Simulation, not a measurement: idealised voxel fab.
Name of the process module below: voxel self aligned vias
We display cut, a cross-section 265 nm in width whose square cells are each 5 nm.
Cross-section spec: square-cell grid; bands listed top down; each band is one or more rows.
It is stipulated that each band's entry specify, in nanometres, the height of the top of the band and then that of its bottom, followed by the materials of the band in left-to-right sequence, each together with its width in nanometres. A single material marked by the word "full width" is understood to fill the band from edge to edge; the word "empty" is understood to denote empty space.
Note: height 0 marks the level under which the wafer is uniformly one material as received. Lowest band unbounded below, written "0 nm and below".
Width spec "30 to 40" -> top row of cells at first value, bottom row at second value, equal per-row change in between.
What does "no modification" mean for a step? It means no cell of the cross-section changed in that step.
Closed-off voids of 8+ cells (no open route to the top) go in "Enclosed void inventory", written width x height at distance from the left edge, in nm.
Anything after a step's settings on that line? It's the simulator's own note about the step.
Steps that use a mask can have "overlay nm" on their line. It says how far the mask sat to the right of where it was meant to be. Negative means to the left.

## plan
step 1: RECEIVE (material Si)
step 2: CONFORMAL_DEP (material SiO2; thk nm 15)
step 3: CONFORMAL_DEP (material SiCN; thk nm 5)
step 4: DIRECTIONAL_DEP (material SiO2; thk nm 30)
step 5: MASKED_ETCH (tone open; mask id LINES; width nm 25; pitch nm 70; etch materials SiO2; depth nm 30; overlay nm 0)
step 6: CONFORMAL_DEP (material TiN; thk nm 5)
step 7: FILL_DEP (material W; thk nm 10)
step 8: CMP (height nm 50)
step 9: SELECTIVE_ETCH (etch materials W Ru TiN; depth nm 10)
step 10: FILL_DEP (material SiN; thk nm 10)
step 11: CMP (height nm 50)
step 12: DIRECTIONAL_DEP (material SiO2; thk nm 15)
step 13: DIRECTIONAL_DEP (material aC; thk nm 10)
step 14: PATTERN (tone open; mask id VIAS; material resist; width nm 45; pitch nm 70; thk nm 25; overlay nm 0)
step 15: DIRECTIONAL_ETCH (etch materials aC; depth nm 10)
step 16: STRIP (etch materials resist)
step 17: DIRECTIONAL_ETCH (etch materials SiO2; depth nm 15)
step 18: DIRECTIONAL_ETCH (etch materials SiN; depth nm 10)
step 19: STRIP (etch materials aC)
step 20: CONFORMAL_DEP (material TiN; thk nm 5)
step 21: FILL_DEP (material W; thk nm 10)
step 22: CMP (height nm 65)
step 23: CONFORMAL_DEP (material SiCN; thk nm 5)

## This is the cross-section of the wafer as we received it, i.e. after step 1
- 0 nm and below  Si full width
- Enclosed void inventory: none

## Post-module cross-section: identical start and plan to those above, one misstep in execution
- 70 nm to 65 nm  SiCN full width
- 65 nm to 55 nm  SiO2: 40 / TiN: 5 / W: 35 / TiN: 5 / SiO2: 25 / TiN: 5 / W: 35 / TiN: 5 / SiO2: 25 / TiN: 5 / W: 35 / TiN: 5 / SiO2: 40
- 55 nm to 45 nm  SiO2: 40 to 55 / TiN: 20 to 5 / W: 5 / TiN: 20 to 5 / SiO2: 25 to 55 / TiN: 20 to 5 / W: 5 / TiN: 20 to 5 / SiO2: 25 to 55 / TiN: 20 to 5 / W: 5 / TiN: 20 to 5 / SiO2: 40 to 55
- 45 nm to 40 nm  SiO2: 55 / TiN: 15 / SiO2: 55 / TiN: 15 / SiO2: 55 / TiN: 15 / SiO2: 55
- 40 nm to 25 nm  SiO2: 55 / TiN: 5 / W: 5 / TiN: 5 / SiO2: 55 / TiN: 5 / W: 5 / TiN: 5 / SiO2: 55 / TiN: 5 / W: 5 / TiN: 5 / SiO2: 55
- 25 nm to 20 nm  SiO2: 55 / TiN: 15 / SiO2: 55 / TiN: 15 / SiO2: 55 / TiN: 15 / SiO2: 55
- 20 nm to 15 nm  SiCN full width
- 15 nm to 0 nm  SiO2 full width
- 0 nm and below  Si full width
- Enclosed void inventory: none
Deviation noted in wafer processing: step 5 was run on a setting that differed from the plan, and what really ran there is MASKED_ETCH (tone open; mask id LINES; width nm 15; pitch nm 70; etch materials SiO2; depth nm 30; overlay nm 0)
